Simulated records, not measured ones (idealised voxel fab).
process module | voxel ribs on slabs
cross-section cut | 235 nm wide | cells 5 nm
A cross-section is a grid of square cells, given in bands from the top down. A band is one or more rows of cells.
Each band's line starts with the height of the band's top and of its bottom, in nm. Then come its materials from left to right, each with its width in nm. One material with "throughout" fills the band from edge to edge. "air" is empty space.
Height 0 is the level under which the wafer as received is all one material. The lowest band goes on downwards, as in "0 down".
A width such as "30 to 40" changes by the same amount from each row of cells to the next, from the band's top row to its bottom row.
"no change" after a step means that no cell of the cross-section changed.
closed voids: empty space of 8 cells or more with no open way to the top, each as width x height at its distance from the left edge, in nm
after a step's settings: what the simulator itself notes on the step
overlay nm, on a step with a mask: how far to the right of its planned place the mask lay; to the left if negative
plan
1 op RECEIVE | material Si
2 op DIRECTIONAL_DEP | material SiO2 | thk nm 25
3 op DIRECTIONAL_DEP | material polySi | thk nm 25
4 op DIRECTIONAL_DEP | material aC | thk nm 15
5 op PATTERN | tone cover | mask id RIB | material resist | width nm 30 | thk nm 35 | overlay nm 0
6 op DIRECTIONAL_ETCH | etch materials aC | depth nm 15
7 op STRIP | etch materials resist
8 op DIRECTIONAL_ETCH | etch materials polySi | depth nm 5
9 op STRIP | etch materials aC
10 op PATTERN | tone cover | mask id SLAB | material resist | width nm 90 | thk nm 20 | overlay nm 0
11 op DIRECTIONAL_ETCH | etch materials polySi | depth nm 20
12 op STRIP | etch materials resist
13 op FILL_DEP | material SiO2 | thk nm 30
14 op CMP | height nm 70
15 op DIRECTIONAL_DEP | material W | thk nm 10
16 op DIRECTIONAL_DEP | material aC | thk nm 10
17 op PATTERN | tone cover | mask id HEATER | material resist | width nm 30 | thk nm 25 | overlay nm 0
18 op DIRECTIONAL_ETCH | etch materials aC | depth nm 10
19 op STRIP | etch materials resist
20 op DIRECTIONAL_ETCH | etch materials W | depth nm 10
21 op STRIP | etch materials aC
22 op CONFORMAL_DEP | material SiO2 | thk nm 5
varied across the wafers: width nm of step 17. The plan shows the first wafer's value. All wafers start alike
first wafer as received, after step 1
  0 down: Si throughout
  closed voids: none
each wafer at the end: cells of each material gained (+) or lost (-) since it was received, then its closed voids
width nm 30 | +631 SiO2 | +12 W | +78 polySi | closed voids: none
width nm 35 | +631 SiO2 | +14 W | +78 polySi | closed voids: none
width nm 40 | +631 SiO2 | +16 W | +78 polySi | closed voids: none
width nm 45 | +631 SiO2 | +18 W | +78 polySi | closed voids: none
width nm 50 | +631 SiO2 | +20 W | +78 polySi | closed voids: none
width nm 55 | +631 SiO2 | +22 W | +78 polySi | closed voids: none
